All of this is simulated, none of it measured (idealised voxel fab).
process module | voxel self aligned vias
cross-section cut | 175 nm wide | cells 5 nm
A cross-section is a grid of square cells, given in bands from the top down. A band is one or more rows of cells.
Each band's line starts with the height of the band's top and of its bottom, in nm. Then come its materials from left to right, each with its width in nm. One material with "throughout" fills the band from edge to edge. "air" is empty space.
Height 0 is the level under which the wafer as received is all one material. The lowest band goes on downwards, as in "0 down".
A width such as "30 to 40" changes by the same amount from each row of cells to the next, from the band's top row to its bottom row.
"no change" after a step means that no cell of the cross-section changed.
closed voids: empty space of 8 cells or more with no open way to the top, each as width x height at its distance from the left edge, in nm
after a step's settings: what the simulator itself notes on the step
overlay nm, on a step with a mask: how far to the right of its planned place the mask lay; to the left if negative
plan
1 op RECEIVE | material Si
2 op CONFORMAL_DEP | material SiO2 | thk nm 10
3 op CONFORMAL_DEP | material SiCN | thk nm 5
4 op DIRECTIONAL_DEP | material SiO2 | thk nm 25
5 op MASKED_ETCH | tone open | mask id LINES | width nm 25 | pitch nm 55 | etch materials SiO2 | depth nm 25 | overlay nm 0
6 op CONFORMAL_DEP | material TiN | thk nm 5
7 op FILL_DEP | material W | thk nm 5
8 op CMP | height nm 40
9 op SELECTIVE_ETCH | etch materials W Ru TiN | depth nm 5
10 op FILL_DEP | material SiN | thk nm 5
11 op CMP | height nm 40
12 op DIRECTIONAL_DEP | material SiO2 | thk nm 15
13 op DIRECTIONAL_DEP | material aC | thk nm 10
14 op PATTERN | tone open | mask id VIAS | material resist | width nm 35 | pitch nm 55 | thk nm 25 | overlay nm 0
15 op DIRECTIONAL_ETCH | etch materials aC | depth nm 10
16 op STRIP | etch materials resist
17 op DIRECTIONAL_ETCH | etch materials SiO2 | depth nm 15
18 op DIRECTIONAL_ETCH | etch materials SiN | depth nm 5
19 op STRIP | etch materials aC
20 op CONFORMAL_DEP | material TiN | thk nm 5
21 op FILL_DEP | material Ru | thk nm 5
22 op CMP | height nm 55
23 op CONFORMAL_DEP | material SiN | thk nm 5
first wafer, as planned
as received, after step 1
  0 down: Si throughout
  closed voids: none
after step 2
  10 to 0: SiO2 throughout
  below 0: unchanged
after step 3
  15 to 10: SiCN throughout
  below 10: unchanged
after step 4
  40 to 15: SiO2 throughout
  below 15: unchanged
after step 5
  40 to 15: SiO2 45 | air 25 | SiO2 30 | air 25 | SiO2 50
  below 15: unchanged
after step 6
  45 to 40: TiN 50 | air 15 | TiN 40 | air 15 | TiN 55
  40 to 20: SiO2 45 | TiN 5 | air 15 | TiN 5 | SiO2 30 | TiN 5 | air 15 | TiN 5 | SiO2 50
  20 to 15: SiO2 45 | TiN 25 | SiO2 30 | TiN 25 | SiO2 50
  below 15: unchanged
after step 7
  50 to 45: W throughout
  45 to 40: TiN 50 | W 15 | TiN 40 | W 15 | TiN 55
  40 to 20: SiO2 45 | TiN 5 | W 15 | TiN 5 | SiO2 30 | TiN 5 | W 15 | TiN 5 | SiO2 50
  below 20: unchanged
after step 8
  40 to 20: SiO2 45 | TiN 5 | W 15 | TiN 5 | SiO2 30 | TiN 5 | W 15 | TiN 5 | SiO2 50
  below 20: unchanged
after step 9
  40 to 35: SiO2 45 | air 25 | SiO2 30 | air 25 | SiO2 50
  below 35: unchanged
after step 10
  45 to 40: SiN throughout
  40 to 35: SiO2 45 | SiN 25 | SiO2 30 | SiN 25 | SiO2 50
  below 35: unchanged
after step 11
  40 to 35: SiO2 45 | SiN 25 | SiO2 30 | SiN 25 | SiO2 50
  below 35: unchanged
after step 12
  55 to 40: SiO2 throughout
  below 40: unchanged
after step 13
  65 to 55: aC throughout
  below 55: unchanged
after step 14
  90 to 65: resist 40 | air 35 | resist 20 | air 35 | resist 45
  below 65: unchanged
after step 15
  80 to 65: resist 40 | air 35 | resist 20 | air 35 | resist 45
  65 to 55: aC 40 | air 35 | aC 20 | air 35 | aC 45
  below 55: unchanged
after step 16
  65 to 55: aC 40 | air 35 | aC 20 | air 35 | aC 45
  below 55: unchanged
after step 17
  65 to 55: aC 40 | air 35 | aC 20 | air 35 | aC 45
  55 to 40: SiO2 40 | air 35 | SiO2 20 | air 35 | SiO2 45
  below 40: unchanged
after step 18
  65 to 55: aC 40 | air 35 | aC 20 | air 35 | aC 45
  55 to 40: SiO2 40 | air 35 | SiO2 20 | air 35 | SiO2 45
  40 to 35: SiO2 45 | air 25 | SiO2 30 | air 25 | SiO2 50
  below 35: unchanged
after step 19
  55 to 40: SiO2 40 | air 35 | SiO2 20 | air 35 | SiO2 45
  below 40: unchanged
after step 20
  60 to 55: TiN 45 | air 25 | TiN 30 | air 25 | TiN 50
  55 to 45: SiO2 40 | TiN 5 | air 25 | TiN 5 | SiO2 20 | TiN 5 | air 25 | TiN 5 | SiO2 45
  45 to 40: SiO2 40 | TiN 10 | air 15 | TiN 10 | SiO2 20 | TiN 10 | air 15 | TiN 10 | SiO2 45
  40 to 35: SiO2 45 | TiN 25 | SiO2 30 | TiN 25 | SiO2 50
  below 35: unchanged
after step 21
  65 to 60: Ru throughout
  60 to 55: TiN 45 | Ru 25 | TiN 30 | Ru 25 | TiN 50
  55 to 45: SiO2 40 | TiN 5 | Ru 25 | TiN 5 | SiO2 20 | TiN 5 | Ru 25 | TiN 5 | SiO2 45
  45 to 40: SiO2 40 | TiN 10 | Ru 15 | TiN 10 | SiO2 20 | TiN 10 | Ru 15 | TiN 10 | SiO2 45
  below 40: unchanged
after step 22
  55 to 45: SiO2 40 | TiN 5 | Ru 25 | TiN 5 | SiO2 20 | TiN 5 | Ru 25 | TiN 5 | SiO2 45
  below 45: unchanged
after step 23
  60 to 55: SiN throughout
  below 55: unchanged
second wafer: like start, like plan, one mistake. Through step 1 it matches the first wafer
when step 2 should have ended: no change
when step 3 should have ended
  5 to 0: SiCN throughout
  below 0: unchanged
when step 4 should have ended
  30 to 5: SiO2 throughout
  below 5: unchanged
when step 5 should have ended
  30 to 5: SiO2 45 | air 25 | SiO2 30 | air 25 | SiO2 50
  below 5: unchanged
when step 6 should have ended
  35 to 30: TiN 50 | air 15 | TiN 40 | air 15 | TiN 55
  30 to 10: SiO2 45 | TiN 5 | air 15 | TiN 5 | SiO2 30 | TiN 5 | air 15 | TiN 5 | SiO2 50
  10 to 5: SiO2 45 | TiN 25 | SiO2 30 | TiN 25 | SiO2 50
  below 5: unchanged
when step 7 should have ended
  40 to 35: W throughout
  35 to 30: TiN 50 | W 15 | TiN 40 | W 15 | TiN 55
  30 to 10: SiO2 45 | TiN 5 | W 15 | TiN 5 | SiO2 30 | TiN 5 | W 15 | TiN 5 | SiO2 50
  below 10: unchanged
when step 8 should have ended: no change
when step 9 should have ended
  35 to 30: TiN 50 | W 15 | TiN 40 | W 15 | TiN 55
  below 30: unchanged
when step 10 should have ended
  40 to 35: SiN throughout
  below 35: unchanged
when step 11 should have ended: no change
when step 12 should have ended
  55 to 40: SiO2 throughout
  below 40: unchanged
when step 13 should have ended
  65 to 55: aC throughout
  below 55: unchanged
when step 14 should have ended
  90 to 65: resist 40 | air 35 | resist 20 | air 35 | resist 45
  below 65: unchanged
when step 15 should have ended
  80 to 65: resist 40 | air 35 | resist 20 | air 35 | resist 45
  65 to 55: aC 40 | air 35 | aC 20 | air 35 | aC 45
  below 55: unchanged
when step 16 should have ended
  65 to 55: aC 40 | air 35 | aC 20 | air 35 | aC 45
  below 55: unchanged
when step 17 should have ended
  65 to 55: aC 40 | air 35 | aC 20 | air 35 | aC 45
  55 to 40: SiO2 40 | air 35 | SiO2 20 | air 35 | SiO2 45
  below 40: unchanged
when step 18 should have ended
  65 to 55: aC 40 | air 35 | aC 20 | air 35 | aC 45
  55 to 40: SiO2 40 | air 35 | SiO2 20 | air 35 | SiO2 45
  40 to 35: SiN 40 | air 35 | SiN 20 | air 35 | SiN 45
  below 35: unchanged
when step 19 should have ended
  55 to 40: SiO2 40 | air 35 | SiO2 20 | air 35 | SiO2 45
  below 40: unchanged
when step 20 should have ended
  60 to 55: TiN 45 | air 25 | TiN 30 | air 25 | TiN 50
  55 to 40: SiO2 40 | TiN 5 | air 25 | TiN 5 | SiO2 20 | TiN 5 | air 25 | TiN 5 | SiO2 45
  40 to 35: SiN 40 | TiN 35 | SiN 20 | TiN 35 | SiN 45
  below 35: unchanged
when step 21 should have ended
  65 to 60: Ru throughout
  60 to 55: TiN 45 | Ru 25 | TiN 30 | Ru 25 | TiN 50
  55 to 40: SiO2 40 | TiN 5 | Ru 25 | TiN 5 | SiO2 20 | TiN 5 | Ru 25 | TiN 5 | SiO2 45
  below 40: unchanged
when step 22 should have ended
  55 to 40: SiO2 40 | TiN 5 | Ru 25 | TiN 5 | SiO2 20 | TiN 5 | Ru 25 | TiN 5 | SiO2 45
  below 40: unchanged
when step 23 should have ended
  60 to 55: SiN throughout
  below 55: unchanged
what went wrong: step 2 was left out
at the end the second wafer has, in cells: 4 more of Ru | 21 more of SiN | 70 fewer of SiO2 | 33 more of TiN | 12 more of W
